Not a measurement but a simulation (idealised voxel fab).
You're looking at the process module voxel transistor to metal.
Cross-sectional view cut (width: 185 nm; square cell size: 5 nm).
Notation: cross-section as square-cell grid; stated in bands, top first, going down; one or more cell rows per band. First you get the band's top height and its bottom height, in nm, and then the materials it's made of, left to right, with each width in nm. If you see a single material with "full width", that one covers the band edge to edge. "air" is empty space. Counting heights begins at 0, where everything beneath is, in the wafer as received, one material. The lowest band has no bottom; it goes on downwards, as "top 0, no bottom" shows. The two numbers in a width such as "30 to 40" mark its ends across the band: the first belongs to the top row of cells, the second to the bottom row, and from each row to the next the width moves by the same amount. Step marked "nothing altered"? Then no cell in the cross-section changed in it. So "Cavities, sealed" is basically the list of trapped voids: any empty space of 8 cells or more that can't reach the top through an opening. They're written width x height at distance, the distance being from the left edge, and it's all nm. Post-settings text on a step line: simulator's own remark regarding the step. overlay nm: how far to the right of its planned place the mask lay on this masked step (negative: to the left).
**Listed below are the process steps as planned**
step 1: RECEIVE [material Si]
step 2: CONFORMAL_DEP [material SiO2] [thk nm 5]
step 3: CONFORMAL_DEP [material SiN] [thk nm 15]
step 4: PATTERN [tone cover] [mask id ACTIVE] [material resist] [width nm 105] [thk nm 20] [overlay nm 0]
step 5: DIRECTIONAL_ETCH [etch materials SiN] [depth nm 15]
step 6: DIRECTIONAL_ETCH [etch materials SiO2] [depth nm 5]
step 7: DIRECTIONAL_ETCH [etch materials Si] [depth nm 30]
step 8: STRIP [etch materials resist]
step 9: FILL_DEP [material SiO2] [thk nm 5]
step 10: CMP [height nm 20]
step 11: SELECTIVE_ETCH [etch materials SiO2] [depth nm 5]
step 12: STRIP [etch materials SiN]
step 13: SELECTIVE_ETCH [etch materials SiO2] [depth nm 5]
step 14: OXIDIZE [depth nm 5]
step 15: DIRECTIONAL_DEP [material polySi] [thk nm 30]
step 16: DIRECTIONAL_DEP [material SiCN] [thk nm 10]
step 17: PATTERN [tone cover] [mask id GATE] [material resist] [width nm 25] [thk nm 20] [overlay nm 0]
step 18: DIRECTIONAL_ETCH [etch materials SiCN] [depth nm 20]
step 19: DIRECTIONAL_ETCH [etch materials polySi] [depth nm 40]
step 20: STRIP [etch materials resist]
step 21: CONFORMAL_DEP [material SiN] [thk nm 10]
step 22: DIRECTIONAL_ETCH [etch materials SiN] [depth nm 10]
step 23: DIRECTIONAL_ETCH [etch materials SiO2] [depth nm 5]
step 24: DIRECTIONAL_ETCH [etch materials Si] [depth nm 10]
step 25: EPI [material nSi] [thk nm 10]
step 26: FILL_DEP [material SiO2] [thk nm 10]
step 27: CMP [height nm 40]
step 28: DIRECTIONAL_DEP [material SiO2] [thk nm 15]
step 29: PATTERN [tone open] [mask id CONTACT] [material resist] [width nm 20] [pitch nm 75] [thk nm 15] [overlay nm 0]
step 30: DIRECTIONAL_ETCH [etch materials SiO2] [depth nm 60]
step 31: STRIP [etch materials resist]
step 32: CONFORMAL_DEP [material TiN] [thk nm 5]
step 33: FILL_DEP [material Ru] [thk nm 5]
step 34: CMP [height nm 55]
step 35: DIRECTIONAL_DEP [material TiN] [thk nm 5]
step 36: DIRECTIONAL_DEP [material W] [thk nm 20]
step 37: MASKED_ETCH [tone cover] [mask id METAL_1] [width nm 20] [pitch nm 75] [etch materials W] [depth nm 20] [overlay nm 0]
step 38: MASKED_ETCH [tone cover] [mask id METAL_1] [width nm 20] [pitch nm 75] [etch materials TiN] [depth nm 5] [overlay nm 0]
step 39: CONFORMAL_DEP [material SiCN] [thk nm 5]
step 40: FILL_DEP [material SiO2] [thk nm 5]
step 41: CMP [height nm 80]
step 42: CONFORMAL_DEP [material SiCN] [thk nm 5]
**Delivered wafer in cross-section: state after step 1**
- top 0, no bottom | Si full width
- Cavities, sealed: none
**What the wafer looks like in cross-section after this module, when it starts as shown above and follows the plan above but one mistake is made in running it**
- top 85, bottom 80 | SiCN full width
- top 80, bottom 60 | 40 nm SiO2 | 5 nm SiCN | 20 nm W | 5 nm SiCN | 45 nm SiO2 | 5 nm SiCN | 20 nm W | 5 nm SiCN | 40 nm SiO2
- top 60, bottom 55 | 45 nm SiCN | 20 nm TiN | 55 nm SiCN | 20 nm TiN | 45 nm SiCN
- top 55, bottom 45 | 40 nm Ru | 5 nm TiN | 20 nm SiO2 | 5 nm TiN | 45 nm Ru | 5 nm TiN | 20 nm SiO2 | 5 nm TiN | 40 nm Ru
- top 45, bottom 40 | 40 nm Ru | 5 nm TiN | 20 nm SiO2 | 55 nm TiN | 20 nm SiO2 | 5 nm TiN | 40 nm Ru
- top 40, bottom 30 | 40 nm Ru | 5 nm TiN | 20 nm SiO2 | 5 nm TiN | 10 nm SiN | 25 nm SiCN | 10 nm SiN | 5 nm TiN | 20 nm SiO2 | 5 nm TiN | 40 nm Ru
- top 30, bottom 15 | 40 nm Ru | 5 nm TiN | 20 nm SiO2 | 5 nm TiN | 10 nm SiN | 25 nm polySi | 10 nm SiN | 5 nm TiN | 20 nm SiO2 | 5 nm TiN | 40 nm Ru
- top 15, bottom 10 | 30 nm Ru | 15 nm TiN | 20 nm SiO2 | 5 nm TiN | 10 nm SiN | 25 nm polySi | 10 nm SiN | 5 nm TiN | 20 nm SiO2 | 15 nm TiN | 30 nm Ru
- top 10, bottom 5 | 30 nm Ru | 5 nm TiN | 10 nm SiN | 20 nm SiO2 | 5 nm TiN | 10 nm SiN | 25 nm polySi | 10 nm SiN | 5 nm TiN | 20 nm SiO2 | 10 nm SiN | 5 nm TiN | 30 nm Ru
- top 5, bottom 0 | 30 nm Ru | 5 nm TiN | 10 nm SiN | 10 nm nSi | 5 nm SiO2 | 10 nm nSi | 10 nm SiN | 25 nm polySi | 10 nm SiN | 10 nm nSi | 5 nm SiO2 | 10 nm nSi | 10 nm SiN | 5 nm TiN | 30 nm Ru
- top 0, bottom -5 | 35 nm TiN | 10 nm SiO2 | 10 nm nSi | 5 nm SiO2 | 10 nm nSi | 45 nm SiO2 | 10 nm nSi | 5 nm SiO2 | 10 nm nSi | 10 nm SiO2 | 35 nm TiN
- top -5, bottom -15 | 40 nm SiO2 | 5 nm Si | 25 nm nSi | 45 nm Si | 25 nm nSi | 5 nm Si | 40 nm SiO2
- top -15, bottom -30 | 40 nm SiO2 | 105 nm Si | 40 nm SiO2
- top -30, no bottom | Si full width
- Cavities, sealed: none
In executing the process, a mistake was made relative to the plan: step 29 did not happen as planned, as run it was PATTERN [tone cover] [mask id CONTACT] [material resist] [width nm 20] [pitch nm 75] [thk nm 15] [overlay nm 0]
